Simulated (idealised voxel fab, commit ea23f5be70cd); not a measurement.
The following is a process module called voxel capacitor over wiring.
Cross-section cut: width 220 nm, square cells of 5 nm.
Cross-section format: a grid of square cells, given as bands from top to bottom; each band is one or more rows of cells. This entry defines a band. It first specifies the height of the band's top and the height of its bottom in nm, and then specifies the band's materials from left to right, stating each material with its width in nm. The word "edge to edge" identifies a single material that fills the band from edge to edge, while the word "blank" identifies empty space. Zero point of the height axis is 0; under it, received wafer = one material. Lowest band: continues down indefinitely, "z 0 and below". The width entry "30..40" should be interpreted row by row: the top row of cells in the band takes the first number, the bottom row takes the second number, and the change between adjacent rows is uniform throughout. The designation "nothing was modified", where it is given for a processing step, indicates that no cell of the cross-section was altered in the course of that step. Basically, "Voids, enclosed" tells you about the enclosed voids: empty spaces with no open way to the top, 8 cells or bigger, each written width x height at distance, where distance is from the left edge, all in nm. On a step's line, text after the settings is the simulator commenting on that step. "overlay nm" on a masked step: distance the mask lay right of its planned place, negative for left.

Set out below are the planned steps of the process:
1,RECEIVE,material Si
2,CONFORMAL_DEP,material SiO2,thk nm 10
3,DIRECTIONAL_DEP,material TiN,thk nm 5
4,DIRECTIONAL_DEP,material W,thk nm 20
5,DIRECTIONAL_DEP,material aC,thk nm 10
6,PATTERN,tone cover,mask id METAL_1,material resist,width nm 20,pitch nm 70,thk nm 30,overlay nm 0
7,DIRECTIONAL_ETCH,etch materials aC,depth nm 10
8,STRIP,etch materials resist
9,DIRECTIONAL_ETCH,etch materials W,depth nm 20
10,DIRECTIONAL_ETCH,etch materials TiN,depth nm 5
11,STRIP,etch materials aC
12,FILL_DEP,material SiO2,thk nm 10
13,CMP,height nm 35
14,CONFORMAL_DEP,material SiCN,thk nm 5
15,DIRECTIONAL_DEP,material SiO2,thk nm 20
16,PATTERN,tone open,mask id PLUG_1,material resist,width nm 15,thk nm 20,overlay nm 0
17,DIRECTIONAL_ETCH,etch materials SiO2,depth nm 20
18,DIRECTIONAL_ETCH,etch materials SiCN,depth nm 5
19,STRIP,etch materials resist
20,CONFORMAL_DEP,material TiN,thk nm 5
21,FILL_DEP,material Cu,thk nm 5
22,CMP,height nm 60
23,DIRECTIONAL_DEP,material TiN,thk nm 10
24,DIRECTIONAL_DEP,material HfO2,thk nm 5
25,DIRECTIONAL_DEP,material TiN,thk nm 5
26,MASKED_ETCH,tone cover,mask id UPPER_PLATE,width nm 55,etch materials TiN,depth nm 5,overlay nm 0
27,MASKED_ETCH,tone cover,mask id UPPER_PLATE,width nm 55,etch materials HfO2,depth nm 5,overlay nm 0
28,MASKED_ETCH,tone cover,mask id LOWER_PLATE,width nm 65,etch materials TiN,depth nm 10,overlay nm 0
29,FILL_DEP,material SiO2,thk nm 20
30,CMP,height nm 95
31,PATTERN,tone open,mask id PLUG_2,material resist,width nm 15,thk nm 15,overlay nm 0
32,DIRECTIONAL_ETCH,etch materials SiO2,depth nm 15
33,STRIP,etch materials resist
34,CONFORMAL_DEP,material TiN,thk nm 5
35,FILL_DEP,material Cu,thk nm 10
36,CMP,height nm 95
37,CONFORMAL_DEP,material SiN,thk nm 5

As-received wafer cross-section (after step 1):
* z 0 and below: Si edge to edge
* Voids, enclosed: none

End-of-module XS, first of two wafers, run as planned:
* z 100 to 95: SiN edge to edge
* z 95 to 85: 80 SiO2; 5 TiN; 5 Cu; 5 TiN; 125 SiO2
* z 85 to 75: 80..70 SiO2; 15..55 TiN; 125..95 SiO2
* z 75 to 70: 70 SiO2; 55 HfO2; 95 SiO2
* z 70 to 60: 65 SiO2; 65 TiN; 90 SiO2
* z 60 to 40: 70 SiO2; 5 TiN; 5 Cu; 5 TiN; 135 SiO2
* z 40 to 35: 70 SiCN; 15 TiN; 135 SiCN
* z 35 to 15: 65 SiO2; 20 W; 50 SiO2; 20 W; 65 SiO2
* z 15 to 10: 65 SiO2; 20 TiN; 50 SiO2; 20 TiN; 65 SiO2
* z 10 to 0: SiO2 edge to edge
* z 0 and below: Si edge to edge
* Voids, enclosed: none

Module end: cross-section of wafer two of two. Same start and process plan as the first wafer. One mistake during execution:
* z 110 to 95: SiN edge to edge
* z 95 to 85: 80 SiO2; 5 TiN; 5 Cu; 5 TiN; 125 SiO2
* z 85 to 75: 80..70 SiO2; 15..55 TiN; 125..95 SiO2
* z 75 to 70: 70 SiO2; 55 HfO2; 95 SiO2
* z 70 to 60: 65 SiO2; 65 TiN; 90 SiO2
* z 60 to 40: 70 SiO2; 5 TiN; 5 Cu; 5 TiN; 135 SiO2
* z 40 to 35: 70 SiCN; 15 TiN; 135 SiCN
* z 35 to 15: 65 SiO2; 20 W; 50 SiO2; 20 W; 65 SiO2
* z 15 to 10: 65 SiO2; 20 TiN; 50 SiO2; 20 TiN; 65 SiO2
* z 10 to 0: SiO2 edge to edge
* z 0 and below: Si edge to edge
* Voids, enclosed: none
What went wrong in running the wafer? note that step 37 departed from the planned setting and was carried out as CONFORMAL_DEP,material SiN,thk nm 15
Final wafer comparison in cells, second versus first, more or fewer per material: +88 SiN
